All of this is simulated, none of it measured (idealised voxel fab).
Documented hereafter: the process module known as voxel ribs on slabs.
Displayed cross-section: cut, width of 285 nm, square cells sized 5 nm.
Heads up, the way a cross-section reads in here is a grid of square cells, handed over as bands from the top down, with every band being one or more rows of cells. For a band, the entry starts with two heights in nm, that of the top and then that of the bottom, and carries on with the band's materials in order from left to right, each alongside its width in nm; the word "edge to edge" beside a single material means it fills the band edge to edge, and "air" means empty space. Beneath 0, the wafer as received is one material, and that level is where height counting begins. The lowest band goes on downward without a bottom; it is written like "top 0, no bottom". Note: "30->40" means the width goes from the first number (top row of the band) to the second number (bottom row) in equal steps per row of cells. No cell of the cross-section changed in a step that is given as "no modification". Listed in "Fully sealed voids": every empty space of 8 or more cells without an open way to the top. Form: width x height at distance, the distance being from the left edge, all in nm. Post-settings text on a step line: simulator's own remark regarding the step. A step line may carry the setting "overlay nm", which, for steps involving a mask, states the distance by which the mask lay to the right of its intended position; negative values denote displacement to the left.

## These are the steps we planned for the process
step 1: RECEIVE with material Si
step 2: DIRECTIONAL_DEP with material SiO2, thk nm 30
step 3: DIRECTIONAL_DEP with material SiN, thk nm 15
step 4: DIRECTIONAL_DEP with material aC, thk nm 10
step 5: PATTERN with tone cover, mask id RIB, material resist, width nm 15, thk nm 25, overlay nm 0
step 6: DIRECTIONAL_ETCH with etch materials aC, depth nm 10
step 7: STRIP with etch materials resist
step 8: DIRECTIONAL_ETCH with etch materials SiN, depth nm 10
step 9: STRIP with etch materials aC
step 10: PATTERN with tone cover, mask id SLAB, material resist, width nm 45, thk nm 15, overlay nm 0
step 11: DIRECTIONAL_ETCH with etch materials SiN, depth nm 5
step 12: STRIP with etch materials resist
step 13: FILL_DEP with material SiO2, thk nm 25
step 14: CMP with height nm 65
step 15: DIRECTIONAL_DEP with material W, thk nm 5
step 16: MASKED_ETCH with tone cover, mask id HEATER, width nm 25, etch materials W, depth nm 5, overlay nm 0
step 17: CONFORMAL_DEP with material SiO2, thk nm 5

## Here's what the wafer looked like in cross-section when it arrived - that's after step 1
- top 0, no bottom: Si edge to edge
- Fully sealed voids: none

## Wafer cross-section at module end: first of two, run to plan
- top 75, bottom 70: 125 of air, 35 of SiO2, 125 of air
- top 70, bottom 65: 130 of SiO2, 25 of W, 130 of SiO2
- top 65, bottom 45: SiO2 edge to edge
- top 45, bottom 35: 135 of SiO2, 15 of SiN, 135 of SiO2
- top 35, bottom 30: 120 of SiO2, 45 of SiN, 120 of SiO2
- top 30, bottom 0: SiO2 edge to edge
- top 0, no bottom: Si edge to edge
- Fully sealed voids: none

## Presented here is a cross-section of the second of the two wafers as it stood at the end of the module. It was started in the same manner and assigned the same plan as the first wafer; however, one mistake was made in its execution
- top 70, bottom 65: 130 of air, 25 of W, 130 of air
- top 65, bottom 45: SiO2 edge to edge
- top 45, bottom 35: 135 of SiO2, 15 of SiN, 135 of SiO2
- top 35, bottom 30: 120 of SiO2, 45 of SiN, 120 of SiO2
- top 30, bottom 0: SiO2 edge to edge
- top 0, no bottom: Si edge to edge
- Fully sealed voids: none
Which mistake was made when the wafer was run? step 17 of the plan was omitted and not executed
Final wafer comparison in cells, second versus first, more or fewer per material: SiO2 -59
